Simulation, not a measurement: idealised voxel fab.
process module | voxel capacitor over wiring
cross-section cut | 150 nm wide | cells 5 nm
A cross-section is a grid of square cells, given in bands from the top down. A band is one or more rows of cells.
Each band's line starts with the height of the band's top and of its bottom, in nm. Then come its materials from left to right, each with its width in nm. One material with "throughout" fills the band from edge to edge. "air" is empty space.
Height 0 is the level under which the wafer as received is all one material. The lowest band goes on downwards, as in "0 down".
A width such as "30 to 40" changes by the same amount from each row of cells to the next, from the band's top row to its bottom row.
"no change" after a step means that no cell of the cross-section changed.
closed voids: empty space of 8 cells or more with no open way to the top, each as width x height at its distance from the left edge, in nm
after a step's settings: what the simulator itself notes on the step
overlay nm, on a step with a mask: how far to the right of its planned place the mask lay; to the left if negative
plan
1 op RECEIVE | material Si
2 op CONFORMAL_DEP | material SiO2 | thk nm 15
3 op CONFORMAL_DEP | material SiN | thk nm 5
4 op DIRECTIONAL_DEP | material lowk | thk nm 25
5 op PATTERN | tone open | mask id METAL_1 | material resist | width nm 25 | pitch nm 95 | thk nm 20 | overlay nm 0
6 op DIRECTIONAL_ETCH | etch materials lowk | depth nm 25
7 op DIRECTIONAL_ETCH | etch materials SiN | depth nm 5
8 op STRIP | etch materials resist
9 op CONFORMAL_DEP | material TiN | thk nm 5
10 op FILL_DEP | material Cu | thk nm 10
11 op CMP | height nm 45
12 op CONFORMAL_DEP | material SiCN | thk nm 5
13 op DIRECTIONAL_DEP | material lowk | thk nm 20
14 op DIRECTIONAL_DEP | material aC | thk nm 15
15 op PATTERN | tone open | mask id PLUG_1 | material resist | width nm 15 | thk nm 35 | overlay nm 0
16 op DIRECTIONAL_ETCH | etch materials aC | depth nm 15
17 op STRIP | etch materials resist
18 op DIRECTIONAL_ETCH | etch materials lowk | depth nm 20
19 op DIRECTIONAL_ETCH | etch materials SiCN | depth nm 5
20 op STRIP | etch materials aC
21 op CONFORMAL_DEP | material TiN | thk nm 5
22 op FILL_DEP | material Ru | thk nm 10
23 op CMP | height nm 70
24 op DIRECTIONAL_DEP | material TiN | thk nm 5
25 op DIRECTIONAL_DEP | material Al2O3 | thk nm 5
26 op DIRECTIONAL_DEP | material TiN | thk nm 10
27 op DIRECTIONAL_DEP | material aC | thk nm 10
28 op PATTERN | tone cover | mask id UPPER_PLATE | material resist | width nm 75 | thk nm 30 | overlay nm 0
29 op DIRECTIONAL_ETCH | etch materials aC | depth nm 10
30 op STRIP | etch materials resist
31 op DIRECTIONAL_ETCH | etch materials TiN | depth nm 10
32 op DIRECTIONAL_ETCH | etch materials Al2O3 | depth nm 5
33 op STRIP | etch materials aC
34 op MASKED_ETCH | tone cover | mask id LOWER_PLATE | width nm 85 | etch materials TiN | depth nm 5 | overlay nm 0
35 op FILL_DEP | material SiO2 | thk nm 20
36 op CMP | height nm 105
37 op DIRECTIONAL_DEP | material aC | thk nm 15
38 op PATTERN | tone open | mask id PLUG_2 | material resist | width nm 15 | thk nm 30 | overlay nm 0
39 op DIRECTIONAL_ETCH | etch materials aC | depth nm 15
40 op STRIP | etch materials resist
41 op DIRECTIONAL_ETCH | etch materials SiO2 | depth nm 15
42 op STRIP | etch materials aC
43 op CONFORMAL_DEP | material TiN | thk nm 5
44 op FILL_DEP | material Cu | thk nm 10
45 op CMP | height nm 105
46 op CONFORMAL_DEP | material SiN | thk nm 5
as received, after step 1
  0 down: Si throughout
  closed voids: none
a wafer at the end: this start, this plan, one mistake
  110 to 105: SiN throughout
  105 to 95: SiO2 35 | TiN 5 | Cu 5 | TiN 5 | SiO2 100
  95 to 90: SiO2 35 | TiN 15 | SiO2 100
  90 to 80: SiO2 25 | TiN 75 | SiO2 50
  80 to 75: SiO2 25 | Al2O3 75 | SiO2 50
  75 to 70: SiO2 20 | TiN 85 | SiO2 45
  70 to 50: lowk 25 | TiN 5 | Ru 5 | TiN 5 | lowk 110
  50 to 45: SiCN 25 | TiN 15 | SiCN 110
  45 to 35: Cu throughout
  35 to 30: TiN 20 | Cu 15 | TiN 80 | Cu 15 | TiN 20
  30 to 5: lowk 15 | TiN 5 | Cu 15 | TiN 5 | lowk 70 | TiN 5 | Cu 15 | TiN 5 | lowk 15
  5 to 0: SiN 15 | TiN 25 | SiN 70 | TiN 25 | SiN 15
  0 down: Si throughout
  closed voids: none
what went wrong: step 2 was left out
